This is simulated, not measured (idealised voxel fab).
Herein follows the process module entitled voxel transistor to metal.
Cross-sectional view cut (width: 155 nm; square cell size: 5 nm).
A cross-section is written here as square cells arranged in a grid, and it is given in bands from the top down, each band taking up one or more rows of cells.
First you get the band's top height and its bottom height, in nm, and then the materials it's made of, left to right, with each width in nm. If you see a single material with "full width", that one covers the band edge to edge. "air" is empty space.
The level at which height equals 0 is the one under which the wafer, as it arrives, is entirely one material. No lower edge exists for the bottom band, which continues downward and is notated as in "0 down".
A width given as "30 to 40" starts at the first number in the band's top row and ends at the second number in its bottom row, shifting by an equal amount at every step from row to row.
Basically "identical to before" means that step didn't change any cell in the cross-section.
The label "Voids, sealed" introduces a list of the empty spaces, 8 cells or larger, that have no open way up to the top; each entry in it reads width x height at distance, where the distance is taken from the left edge and all three are stated in nm.
Text after the settings on a step's line: the simulator's own remark on that step.
"overlay nm" on a masked step: distance the mask lay right of its planned place, negative for left.
## The process steps that were planned are listed below
- 1: RECEIVE with material Si
- 2: CONFORMAL_DEP with material SiO2, thk nm 5
- 3: CONFORMAL_DEP with material SiN, thk nm 15
- 4: DIRECTIONAL_DEP with material aC, thk nm 10
- 5: PATTERN with tone cover, mask id ACTIVE, material resist, width nm 95, thk nm 30, overlay nm 0
- 6: DIRECTIONAL_ETCH with etch materials aC, depth nm 10
- 7: STRIP with etch materials resist
- 8: DIRECTIONAL_ETCH with etch materials SiN, depth nm 15
- 9: DIRECTIONAL_ETCH with etch materials SiO2, depth nm 5
- 10: DIRECTIONAL_ETCH with etch materials Si, depth nm 20
- 11: STRIP with etch materials aC
- 12: FILL_DEP with material SiO2, thk nm 10
- 13: CMP with height nm 20
- 14: SELECTIVE_ETCH with etch materials SiO2, depth nm 10
- 15: STRIP with etch materials SiN
- 16: SELECTIVE_ETCH with etch materials SiO2, depth nm 5
- 17: OXIDIZE with depth nm 5
- 18: DIRECTIONAL_DEP with material polySi, thk nm 25
- 19: DIRECTIONAL_DEP with material SiCN, thk nm 15
- 20: DIRECTIONAL_DEP with material aC, thk nm 15
- 21: PATTERN with tone cover, mask id GATE, material resist, width nm 15, thk nm 35, overlay nm 0
- 22: DIRECTIONAL_ETCH with etch materials aC, depth nm 15
- 23: STRIP with etch materials resist
- 24: DIRECTIONAL_ETCH with etch materials SiCN, depth nm 25
- 25: DIRECTIONAL_ETCH with etch materials polySi, depth nm 35
- 26: STRIP with etch materials aC
- 27: CONFORMAL_DEP with material SiO2, thk nm 5
- 28: DIRECTIONAL_ETCH with etch materials SiO2, depth nm 5
- 29: CONFORMAL_DEP with material SiN, thk nm 10
- 30: DIRECTIONAL_ETCH with etch materials SiN, depth nm 10
- 31: DIRECTIONAL_ETCH with etch materials SiO2, depth nm 5
- 32: DIRECTIONAL_ETCH with etch materials Si, depth nm 10
- 33: EPI with material SiGe, thk nm 10
- 34: FILL_DEP with material SiO2, thk nm 10
- 35: CMP with height nm 40
- 36: DIRECTIONAL_DEP with material SiO2, thk nm 10
- 37: DIRECTIONAL_DEP with material aC, thk nm 15
- 38: PATTERN with tone open, mask id CONTACT, material resist, width nm 30, pitch nm 55, thk nm 30, overlay nm 0
- 39: DIRECTIONAL_ETCH with etch materials aC, depth nm 15
- 40: STRIP with etch materials resist
- 41: DIRECTIONAL_ETCH with etch materials SiO2, depth nm 45
- 42: STRIP with etch materials aC
- 43: CONFORMAL_DEP with material TiN, thk nm 5
- 44: FILL_DEP with material Ru, thk nm 10
- 45: CMP with height nm 50
- 46: DIRECTIONAL_DEP with material TiN, thk nm 5
- 47: DIRECTIONAL_DEP with material W, thk nm 20
- 48: MASKED_ETCH with tone cover, mask id METAL_1, width nm 20, pitch nm 65, etch materials W, depth nm 20, overlay nm 0
- 49: MASKED_ETCH with tone cover, mask id METAL_1, width nm 20, pitch nm 65, etch materials TiN, depth nm 5, overlay nm 0
- 50: FILL_DEP with material SiO2, thk nm 10
- 51: CMP with height nm 75
- 52: CONFORMAL_DEP with material SiN, thk nm 5
## Concerning the first of two wafers, which was run in accordance with the plan
## As-received state of the wafer in cross-section, equivalent to post-step 1
> 0 down | Si full width
> Voids, sealed: none
## Cross-section: wafer state after step 2
> 5 to 0 | SiO2 full width
> Below 0 it's all the same as before, nothing changed down there.
## Cross-section: wafer state after step 3
> 20 to 5 | SiN full width
> Below 5 it's all the same as before, nothing changed down there.
## Cross-section: wafer state after step 4
> 30 to 20 | aC full width
> Below 20 it's all the same as before, nothing changed down there.
## Cross-section: wafer state after step 5
> 60 to 30 | air=30 / resist=95 / air=30
> Below 30 it's all the same as before, nothing changed down there.
## Cross-section: wafer state after step 6
> 50 to 30 | air=30 / resist=95 / air=30
> 30 to 20 | air=30 / aC=95 / air=30
> Below 20 it's all the same as before, nothing changed down there.
## Cross-section: wafer state after step 7
> 30 to 20 | air=30 / aC=95 / air=30
> Below 20 it's all the same as before, nothing changed down there.
## Cross-section: wafer state after step 8
> 30 to 20 | air=30 / aC=95 / air=30
> 20 to 5 | air=30 / SiN=95 / air=30
> Below 5 it's all the same as before, nothing changed down there.
## Cross-section: wafer state after step 9
> 30 to 20 | air=30 / aC=95 / air=30
> 20 to 5 | air=30 / SiN=95 / air=30
> 5 to 0 | air=30 / SiO2=95 / air=30
> Below 0 it's all the same as before, nothing changed down there.
## Cross-section: wafer state after step 10
> 30 to 20 | air=30 / aC=95 / air=30
> 20 to 5 | air=30 / SiN=95 / air=30
> 5 to 0 | air=30 / SiO2=95 / air=30
> 0 to -20 | air=30 / Si=95 / air=30
> Below -20 it's all the same as before, nothing changed down there.
## Cross-section: wafer state after step 11
> 20 to 5 | air=30 / SiN=95 / air=30
> Below 5 it's all the same as before, nothing changed down there.
## Cross-section: wafer state after step 12
> 30 to 20 | SiO2 full width
> 20 to 5 | SiO2=30 / SiN=95 / SiO2=30
> 5 to 0 | SiO2 full width
> 0 to -20 | SiO2=30 / Si=95 / SiO2=30
> Below -20 it's all the same as before, nothing changed down there.
## Cross-section: wafer state after step 13
> 20 to 5 | SiO2=30 / SiN=95 / SiO2=30
> Below 5 it's all the same as before, nothing changed down there.
## Cross-section: wafer state after step 14
> 20 to 10 | air=30 / SiN=95 / air=30
> Below 10 it's all the same as before, nothing changed down there.
## Cross-section: wafer state after step 15
> 10 to 5 | SiO2=30 / air=95 / SiO2=30
> Below 5 it's all the same as before, nothing changed down there.
## Cross-section: wafer state after step 16
> 5 to 0 | SiO2=25 / air=105 / SiO2=25
> Below 0 it's all the same as before, nothing changed down there.
## Cross-section: wafer state after step 17
> 5 to 0 | SiO2=25 / air=105 / SiO2=25
> 0 to -5 | SiO2 full width
> Below -5 it's all the same as before, nothing changed down there.
## Cross-section: wafer state after step 18
> 30 to 25 | polySi=25 / air=105 / polySi=25
> 25 to 5 | polySi full width
> 5 to 0 | SiO2=25 / polySi=105 / SiO2=25
> Below 0 it's all the same as before, nothing changed down there.
## Cross-section: wafer state after step 19
> 45 to 40 | SiCN=25 / air=105 / SiCN=25
> 40 to 30 | SiCN full width
> 30 to 25 | polySi=25 / SiCN=105 / polySi=25
> Below 25 it's all the same as before, nothing changed down there.
## Cross-section: wafer state after step 20
> 60 to 55 | aC=25 / air=105 / aC=25
> 55 to 45 | aC full width
> 45 to 40 | SiCN=25 / aC=105 / SiCN=25
> Below 40 it's all the same as before, nothing changed down there.
## Cross-section: wafer state after step 21
> 95 to 60 | air=70 / resist=15 / air=70
> 60 to 55 | aC=25 / air=45 / resist=15 / air=45 / aC=25
> Below 55 it's all the same as before, nothing changed down there.
## Cross-section: wafer state after step 22
> 80 to 55 | air=70 / resist=15 / air=70
> 55 to 45 | air=70 / aC=15 / air=70
> 45 to 40 | SiCN=25 / air=45 / aC=15 / air=45 / SiCN=25
> Below 40 it's all the same as before, nothing changed down there.
## Cross-section: wafer state after step 23
> 55 to 45 | air=70 / aC=15 / air=70
> Below 45 it's all the same as before, nothing changed down there.
## Cross-section: wafer state after step 24
> 55 to 40 | air=70 / aC=15 / air=70
> 40 to 30 | air=70 / SiCN=15 / air=70
> 30 to 25 | polySi=25 / air=45 / SiCN=15 / air=45 / polySi=25
> Below 25 it's all the same as before, nothing changed down there.
## Cross-section: wafer state after step 25
> 55 to 40 | air=70 / aC=15 / air=70
> 40 to 25 | air=70 / SiCN=15 / air=70
> 25 to 5 | air=70 / polySi=15 / air=70
> 5 to 0 | SiO2=25 / air=45 / polySi=15 / air=45 / SiO2=25
> Below 0 it's all the same as before, nothing changed down there.
## Cross-section: wafer state after step 26
> 40 to 25 | air=70 / SiCN=15 / air=70
> Below 25 it's all the same as before, nothing changed down there.
## Cross-section: wafer state after step 27
> 45 to 40 | air=65 / SiO2=25 / air=65
> 40 to 25 | air=65 / SiO2=5 / SiCN=15 / SiO2=5 / air=65
> 25 to 10 | air=65 / SiO2=5 / polySi=15 / SiO2=5 / air=65
> 10 to 5 | SiO2=30 / air=35 / SiO2=5 / polySi=15 / SiO2=5 / air=35 / SiO2=30
> 5 to 0 | SiO2=70 / polySi=15 / SiO2=70
> Below 0 it's all the same as before, nothing changed down there.
## Cross-section: wafer state after step 28
> 40 to 25 | air=65 / SiO2=5 / SiCN=15 / SiO2=5 / air=65
> 25 to 5 | air=65 / SiO2=5 / polySi=15 / SiO2=5 / air=65
> 5 to 0 | SiO2=30 / air=35 / SiO2=5 / polySi=15 / SiO2=5 / air=35 / SiO2=30
> Below 0 it's all the same as before, nothing changed down there.
## Cross-section: wafer state after step 29
> 50 to 40 | air=55 / SiN=45 / air=55
> 40 to 25 | air=55 / SiN=10 / SiO2=5 / SiCN=15 / SiO2=5 / SiN=10 / air=55
> 25 to 15 | air=55 / SiN=10 / SiO2=5 / polySi=15 / SiO2=5 / SiN=10 / air=55
> 15 to 10 | SiN=40 / air=15 / SiN=10 / SiO2=5 / polySi=15 / SiO2=5 / SiN=10 / air=15 / SiN=40
> 10 to 5 | SiN=65 / SiO2=5 / polySi=15 / SiO2=5 / SiN=65
> 5 to 0 | SiO2=30 / SiN=35 / SiO2=5 / polySi=15 / SiO2=5 / SiN=35 / SiO2=30
> Below 0 it's all the same as before, nothing changed down there.
## Cross-section: wafer state after step 30
> 40 to 25 | air=55 / SiN=10 / SiO2=5 / SiCN=15 / SiO2=5 / SiN=10 / air=55
> 25 to 5 | air=55 / SiN=10 / SiO2=5 / polySi=15 / SiO2=5 / SiN=10 / air=55
> 5 to 0 | SiO2=30 / SiN=10 / air=15 / SiN=10 / SiO2=5 / polySi=15 / SiO2=5 / SiN=10 / air=15 / SiN=10 / SiO2=30
> Below 0 it's all the same as before, nothing changed down there.
## Cross-section: wafer state after step 31
> 40 to 35 | air=55 / SiN=10 / air=5 / SiCN=15 / air=5 / SiN=10 / air=55
> 35 to 25 | air=55 / SiN=10 / SiO2=5 / SiCN=15 / SiO2=5 / SiN=10 / air=55
> 25 to 5 | air=55 / SiN=10 / SiO2=5 / polySi=15 / SiO2=5 / SiN=10 / air=55
> 5 to 0 | air=30 / SiN=10 / air=15 / SiN=10 / SiO2=5 / polySi=15 / SiO2=5 / SiN=10 / air=15 / SiN=10 / air=30
> 0 to -5 | SiO2=40 / air=15 / SiO2=45 / air=15 / SiO2=40
> Below -5 it's all the same as before, nothing changed down there.
## Cross-section: wafer state after step 32
> 40 to 35 | air=55 / SiN=10 / air=5 / SiCN=15 / air=5 / SiN=10 / air=55
> 35 to 25 | air=55 / SiN=10 / SiO2=5 / SiCN=15 / SiO2=5 / SiN=10 / air=55
> 25 to 5 | air=55 / SiN=10 / SiO2=5 / polySi=15 / SiO2=5 / SiN=10 / air=55
> 5 to 0 | air=30 / SiN=10 / air=15 / SiN=10 / SiO2=5 / polySi=15 / SiO2=5 / SiN=10 / air=15 / SiN=10 / air=30
> 0 to -5 | SiO2=40 / air=15 / SiO2=45 / air=15 / SiO2=40
> -5 to -15 | SiO2=30 / Si=10 / air=15 / Si=45 / air=15 / Si=10 / SiO2=30
> Below -15 it's all the same as before, nothing changed down there.
## Cross-section: wafer state after step 33
> 40 to 35 | air=55 / SiN=10 / air=5 / SiCN=15 / air=5 / SiN=10 / air=55
> 35 to 25 | air=55 / SiN=10 / SiO2=5 / SiCN=15 / SiO2=5 / SiN=10 / air=55
> 25 to 5 | air=55 / SiN=10 / SiO2=5 / polySi=15 / SiO2=5 / SiN=10 / air=55
> 5 to 0 | air=30 / SiN=10 / SiGe=15 / SiN=10 / SiO2=5 / polySi=15 / SiO2=5 / SiN=10 / SiGe=15 / SiN=10 / air=30
> 0 to -5 | SiO2=40 / SiGe=15 / SiO2=45 / SiGe=15 / SiO2=40
> -5 to -15 | SiO2=30 / Si=10 / SiGe=15 / Si=45 / SiGe=15 / Si=10 / SiO2=30
> Below -15 it's all the same as before, nothing changed down there.
## Cross-section: wafer state after step 34
> 50 to 40 | SiO2 full width
> 40 to 25 | SiO2=55 / SiN=10 / SiO2=5 / SiCN=15 / SiO2=5 / SiN=10 / SiO2=55
> 25 to 5 | SiO2=55 / SiN=10 / SiO2=5 / polySi=15 / SiO2=5 / SiN=10 / SiO2=55
> 5 to 0 | SiO2=30 / SiN=10 / SiGe=15 / SiN=10 / SiO2=5 / polySi=15 / SiO2=5 / SiN=10 / SiGe=15 / SiN=10 / SiO2=30
> Below 0 it's all the same as before, nothing changed down there.
## Cross-section: wafer state after step 35
> 40 to 25 | SiO2=55 / SiN=10 / SiO2=5 / SiCN=15 / SiO2=5 / SiN=10 / SiO2=55
> Below 25 it's all the same as before, nothing changed down there.
## Cross-section: wafer state after step 36
> 50 to 40 | SiO2 full width
> Below 40 it's all the same as before, nothing changed down there.
## Cross-section: wafer state after step 37
> 65 to 50 | aC full width
> Below 50 it's all the same as before, nothing changed down there.
## Cross-section: wafer state after step 38
> 95 to 65 | resist=35 / air=30 / resist=25 / air=30 / resist=35
> Below 65 it's all the same as before, nothing changed down there.
## Cross-section: wafer state after step 39
> 80 to 65 | resist=35 / air=30 / resist=25 / air=30 / resist=35
> 65 to 50 | aC=35 / air=30 / aC=25 / air=30 / aC=35
> Below 50 it's all the same as before, nothing changed down there.
## Cross-section: wafer state after step 40
> 65 to 50 | aC=35 / air=30 / aC=25 / air=30 / aC=35
> Below 50 it's all the same as before, nothing changed down there.
## Cross-section: wafer state after step 41
> 65 to 50 | aC=35 / air=30 / aC=25 / air=30 / aC=35
> 50 to 40 | SiO2=35 / air=30 / SiO2=25 / air=30 / SiO2=35
> 40 to 25 | SiO2=35 / air=20 / SiN=10 / SiO2=5 / SiCN=15 / SiO2=5 / SiN=10 / air=20 / SiO2=35
> 25 to 5 | SiO2=35 / air=20 / SiN=10 / SiO2=5 / polySi=15 / SiO2=5 / SiN=10 / air=20 / SiO2=35
> Below 5 it's all the same as before, nothing changed down there.
## Cross-section: wafer state after step 42
> 50 to 40 | SiO2=35 / air=30 / SiO2=25 / air=30 / SiO2=35
> Below 40 it's all the same as before, nothing changed down there.
## Cross-section: wafer state after step 43
> 55 to 50 | TiN=40 / air=20 / TiN=35 / air=20 / TiN=40
> 50 to 40 | SiO2=35 / TiN=5 / air=20 to 10 / TiN=5 to 15 / SiO2=25 / TiN=5 to 15 / air=20 to 10 / TiN=5 / SiO2=35
> 40 to 25 | SiO2=35 / TiN=5 / air=10 / TiN=5 / SiN=10 / SiO2=5 / SiCN=15 / SiO2=5 / SiN=10 / TiN=5 / air=10 / TiN=5 / SiO2=35
> 25 to 10 | SiO2=35 / TiN=5 / air=10 / TiN=5 / SiN=10 / SiO2=5 / polySi=15 / SiO2=5 / SiN=10 / TiN=5 / air=10 / TiN=5 / SiO2=35
> 10 to 5 | SiO2=35 / TiN=20 / SiN=10 / SiO2=5 / polySi=15 / SiO2=5 / SiN=10 / TiN=20 / SiO2=35
> Below 5 it's all the same as before, nothing changed down there.
## Cross-section: wafer state after step 44
> 65 to 55 | Ru full width
> 55 to 50 | TiN=40 / Ru=20 / TiN=35 / Ru=20 / TiN=40
> 50 to 40 | SiO2=35 / TiN=5 / Ru=20 to 10 / TiN=5 to 15 / SiO2=25 / TiN=5 to 15 / Ru=20 to 10 / TiN=5 / SiO2=35
> 40 to 25 | SiO2=35 / TiN=5 / Ru=10 / TiN=5 / SiN=10 / SiO2=5 / SiCN=15 / SiO2=5 / SiN=10 / TiN=5 / Ru=10 / TiN=5 / SiO2=35
> 25 to 10 | SiO2=35 / TiN=5 / Ru=10 / TiN=5 / SiN=10 / SiO2=5 / polySi=15 / SiO2=5 / SiN=10 / TiN=5 / Ru=10 / TiN=5 / SiO2=35
> Below 10 it's all the same as before, nothing changed down there.
## Cross-section: wafer state after step 45
> 50 to 40 | SiO2=35 / TiN=5 / Ru=20 to 10 / TiN=5 to 15 / SiO2=25 / TiN=5 to 15 / Ru=20 to 10 / TiN=5 / SiO2=35
> Below 40 it's all the same as before, nothing changed down there.
## Cross-section: wafer state after step 46
> 55 to 50 | TiN full width
> Below 50 it's all the same as before, nothing changed down there.
## Cross-section: wafer state after step 47
> 75 to 55 | W full width
> Below 55 it's all the same as before, nothing changed down there.
## Cross-section: wafer state after step 48
> 75 to 55 | air=35 / W=20 / air=45 / W=20 / air=35
> Below 55 it's all the same as before, nothing changed down there.
## Cross-section: wafer state after step 49
> 75 to 55 | air=35 / W=20 / air=45 / W=20 / air=35
> 55 to 50 | air=35 / TiN=20 / air=45 / TiN=20 / air=35
> Below 50 it's all the same as before, nothing changed down there.
## Cross-section: wafer state after step 50
> 85 to 75 | SiO2 full width
> 75 to 55 | SiO2=35 / W=20 / SiO2=45 / W=20 / SiO2=35
> 55 to 50 | SiO2=35 / TiN=20 / SiO2=45 / TiN=20 / SiO2=35
> Below 50 it's all the same as before, nothing changed down there.
## Cross-section: wafer state after step 51
> 75 to 55 | SiO2=35 / W=20 / SiO2=45 / W=20 / SiO2=35
> Below 55 it's all the same as before, nothing changed down there.
## Cross-section: wafer state after step 52
> 80 to 75 | SiN full width
> Below 75 it's all the same as before, nothing changed down there.
## Here the second wafer is described. Its start and its plan were those of the first wafer. Its run contained one mistake. Up to and including step 18, it did exactly what the first wafer did
## Second wafer, cut view, end of step 19 per plan
> 60 to 55 | SiCN=25 / air=105 / SiCN=25
> 55 to 30 | SiCN full width
> 30 to 25 | polySi=25 / SiCN=105 / polySi=25
> Below 25 it's all the same as before, nothing changed down there.
## Second wafer, cut view, end of step 20 per plan
> 75 to 70 | aC=25 / air=105 / aC=25
> 70 to 60 | aC full width
> 60 to 55 | SiCN=25 / aC=105 / SiCN=25
> Below 55 it's all the same as before, nothing changed down there.
## Second wafer, cut view, end of step 21 per plan
> 110 to 75 | air=70 / resist=15 / air=70
> 75 to 70 | aC=25 / air=45 / resist=15 / air=45 / aC=25
> Below 70 it's all the same as before, nothing changed down there.
## Second wafer, cut view, end of step 22 per plan
> 95 to 70 | air=70 / resist=15 / air=70
> 70 to 60 | air=70 / aC=15 / air=70
> 60 to 55 | SiCN=25 / air=45 / aC=15 / air=45 / SiCN=25
> Below 55 it's all the same as before, nothing changed down there.
## Second wafer, cut view, end of step 23 per plan
> 70 to 60 | air=70 / aC=15 / air=70
> Below 60 it's all the same as before, nothing changed down there.
## Second wafer, cut view, end of step 24 per plan
> 70 to 55 | air=70 / aC=15 / air=70
> 55 to 35 | air=70 / SiCN=15 / air=70
> 35 to 30 | SiCN=25 / air=45 / SiCN=15 / air=45 / SiCN=25
> Below 30 it's all the same as before, nothing changed down there.
Second wafer, cut view, end of step 25 per plan: identical to before
## Second wafer, cut view, end of step 26 per plan
> 55 to 35 | air=70 / SiCN=15 / air=70
> Below 35 it's all the same as before, nothing changed down there.
## Second wafer, cut view, end of step 27 per plan
> 60 to 55 | air=65 / SiO2=25 / air=65
> 55 to 40 | air=65 / SiO2=5 / SiCN=15 / SiO2=5 / air=65
> 40 to 35 | SiO2=30 / air=35 / SiO2=5 / SiCN=15 / SiO2=5 / air=35 / SiO2=30
> 35 to 30 | SiCN=25 / SiO2=45 / SiCN=15 / SiO2=45 / SiCN=25
> Below 30 it's all the same as before, nothing changed down there.
## Second wafer, cut view, end of step 28 per plan
> 55 to 35 | air=65 / SiO2=5 / SiCN=15 / SiO2=5 / air=65
> 35 to 30 | SiCN=25 / SiO2=5 / air=35 / SiO2=5 / SiCN=15 / SiO2=5 / air=35 / SiO2=5 / SiCN=25
> Below 30 it's all the same as before, nothing changed down there.
## Second wafer, cut view, end of step 29 per plan
> 65 to 55 | air=55 / SiN=45 / air=55
> 55 to 45 | air=55 / SiN=10 / SiO2=5 / SiCN=15 / SiO2=5 / SiN=10 / air=55
> 45 to 40 | SiN=40 / air=15 / SiN=10 / SiO2=5 / SiCN=15 / SiO2=5 / SiN=10 / air=15 / SiN=40
> 40 to 35 | SiN=65 / SiO2=5 / SiCN=15 / SiO2=5 / SiN=65
> 35 to 30 | SiCN=25 / SiO2=5 / SiN=35 / SiO2=5 / SiCN=15 / SiO2=5 / SiN=35 / SiO2=5 / SiCN=25
> Below 30 it's all the same as before, nothing changed down there.
## Second wafer, cut view, end of step 30 per plan
> 55 to 35 | air=55 / SiN=10 / SiO2=5 / SiCN=15 / SiO2=5 / SiN=10 / air=55
> 35 to 30 | SiCN=25 / SiO2=5 / SiN=10 / air=15 / SiN=10 / SiO2=5 / SiCN=15 / SiO2=5 / SiN=10 / air=15 / SiN=10 / SiO2=5 / SiCN=25
> Below 30 it's all the same as before, nothing changed down there.
## Second wafer, cut view, end of step 31 per plan
> 55 to 50 | air=55 / SiN=10 / air=5 / SiCN=15 / air=5 / SiN=10 / air=55
> 50 to 35 | air=55 / SiN=10 / SiO2=5 / SiCN=15 / SiO2=5 / SiN=10 / air=55
> 35 to 30 | SiCN=25 / air=5 / SiN=10 / air=15 / SiN=10 / SiO2=5 / SiCN=15 / SiO2=5 / SiN=10 / air=15 / SiN=10 / air=5 / SiCN=25
> Below 30 it's all the same as before, nothing changed down there.
Second wafer, cut view, end of step 32 per plan: identical to before
Second wafer, cut view, end of step 33 per plan: identical to before
## Second wafer, cut view, end of step 34 per plan
> 65 to 55 | SiO2 full width
> 55 to 35 | SiO2=55 / SiN=10 / SiO2=5 / SiCN=15 / SiO2=5 / SiN=10 / SiO2=55
> 35 to 30 | SiCN=25 / SiO2=5 / SiN=10 / SiO2=15 / SiN=10 / SiO2=5 / SiCN=15 / SiO2=5 / SiN=10 / SiO2=15 / SiN=10 / SiO2=5 / SiCN=25
> Below 30 it's all the same as before, nothing changed down there.
## Second wafer, cut view, end of step 35 per plan
> 40 to 35 | SiO2=55 / SiN=10 / SiO2=5 / SiCN=15 / SiO2=5 / SiN=10 / SiO2=55
> Below 35 it's all the same as before, nothing changed down there.
## Second wafer, cut view, end of step 36 per plan
> 50 to 40 | SiO2 full width
> Below 40 it's all the same as before, nothing changed down there.
## Second wafer, cut view, end of step 37 per plan
> 65 to 50 | aC full width
> Below 50 it's all the same as before, nothing changed down there.
## Second wafer, cut view, end of step 38 per plan
> 95 to 65 | resist=35 / air=30 / resist=25 / air=30 / resist=35
> Below 65 it's all the same as before, nothing changed down there.
## Second wafer, cut view, end of step 39 per plan
> 80 to 65 | resist=35 / air=30 / resist=25 / air=30 / resist=35
> 65 to 50 | aC=35 / air=30 / aC=25 / air=30 / aC=35
> Below 50 it's all the same as before, nothing changed down there.
## Second wafer, cut view, end of step 40 per plan
> 65 to 50 | aC=35 / air=30 / aC=25 / air=30 / aC=35
> Below 50 it's all the same as before, nothing changed down there.
## Second wafer, cut view, end of step 41 per plan
> 65 to 50 | aC=35 / air=30 / aC=25 / air=30 / aC=35
> 50 to 40 | SiO2=35 / air=30 / SiO2=25 / air=30 / SiO2=35
> 40 to 35 | SiO2=35 / air=20 / SiN=10 / SiO2=5 / SiCN=15 / SiO2=5 / SiN=10 / air=20 / SiO2=35
> 35 to 30 | SiCN=25 / SiO2=5 / SiN=10 / air=15 / SiN=10 / SiO2=5 / SiCN=15 / SiO2=5 / SiN=10 / air=15 / SiN=10 / SiO2=5 / SiCN=25
> Below 30 it's all the same as before, nothing changed down there.
## Second wafer, cut view, end of step 42 per plan
> 50 to 40 | SiO2=35 / air=30 / SiO2=25 / air=30 / SiO2=35
> Below 40 it's all the same as before, nothing changed down there.
## Second wafer, cut view, end of step 43 per plan
> 55 to 50 | TiN=40 / air=20 / TiN=35 / air=20 / TiN=40
> 50 to 40 | SiO2=35 / TiN=5 / air=20 to 10 / TiN=5 to 15 / SiO2=25 / TiN=5 to 15 / air=20 to 10 / TiN=5 / SiO2=35
> 40 to 35 | SiO2=35 / TiN=10 / air=5 / TiN=5 / SiN=10 / SiO2=5 / SiCN=15 / SiO2=5 / SiN=10 / TiN=5 / air=5 / TiN=10 / SiO2=35
> 35 to 30 | SiCN=25 / SiO2=5 / SiN=10 / TiN=15 / SiN=10 / SiO2=5 / SiCN=15 / SiO2=5 / SiN=10 / TiN=15 / SiN=10 / SiO2=5 / SiCN=25
> Below 30 it's all the same as before, nothing changed down there.
## Second wafer, cut view, end of step 44 per plan
> 65 to 55 | Ru full width
> 55 to 50 | TiN=40 / Ru=20 / TiN=35 / Ru=20 / TiN=40
> 50 to 40 | SiO2=35 / TiN=5 / Ru=20 to 10 / TiN=5 to 15 / SiO2=25 / TiN=5 to 15 / Ru=20 to 10 / TiN=5 / SiO2=35
> 40 to 35 | SiO2=35 / TiN=10 / Ru=5 / TiN=5 / SiN=10 / SiO2=5 / SiCN=15 / SiO2=5 / SiN=10 / TiN=5 / Ru=5 / TiN=10 / SiO2=35
> Below 35 it's all the same as before, nothing changed down there.
## Second wafer, cut view, end of step 45 per plan
> 50 to 40 | SiO2=35 / TiN=5 / Ru=20 to 10 / TiN=5 to 15 / SiO2=25 / TiN=5 to 15 / Ru=20 to 10 / TiN=5 / SiO2=35
> Below 40 it's all the same as before, nothing changed down there.
## Second wafer, cut view, end of step 46 per plan
> 55 to 50 | TiN full width
> Below 50 it's all the same as before, nothing changed down there.
## Second wafer, cut view, end of step 47 per plan
> 75 to 55 | W full width
> Below 55 it's all the same as before, nothing changed down there.
## Second wafer, cut view, end of step 48 per plan
> 75 to 55 | air=35 / W=20 / air=45 / W=20 / air=35
> Below 55 it's all the same as before, nothing changed down there.
## Second wafer, cut view, end of step 49 per plan
> 75 to 55 | air=35 / W=20 / air=45 / W=20 / air=35
> 55 to 50 | air=35 / TiN=20 / air=45 / TiN=20 / air=35
> Below 50 it's all the same as before, nothing changed down there.
## Second wafer, cut view, end of step 50 per plan
> 85 to 75 | SiO2 full width
> 75 to 55 | SiO2=35 / W=20 / SiO2=45 / W=20 / SiO2=35
> 55 to 50 | SiO2=35 / TiN=20 / SiO2=45 / TiN=20 / SiO2=35
> Below 50 it's all the same as before, nothing changed down there.
## Second wafer, cut view, end of step 51 per plan
> 75 to 55 | SiO2=35 / W=20 / SiO2=45 / W=20 / SiO2=35
> Below 55 it's all the same as before, nothing changed down there.
## Second wafer, cut view, end of step 52 per plan
> 80 to 75 | SiN full width
> Below 75 it's all the same as before, nothing changed down there.
Here's what went sideways: plan step 19 was conducted twice
Once processing is complete, comparing cell counts shows that the second wafer has more or fewer of certain materials than the first: Ru -22 | Si +12 | SiCN +28 | SiGe -24 | SiN -24 | SiO2 -90 | TiN -20 | polySi +140
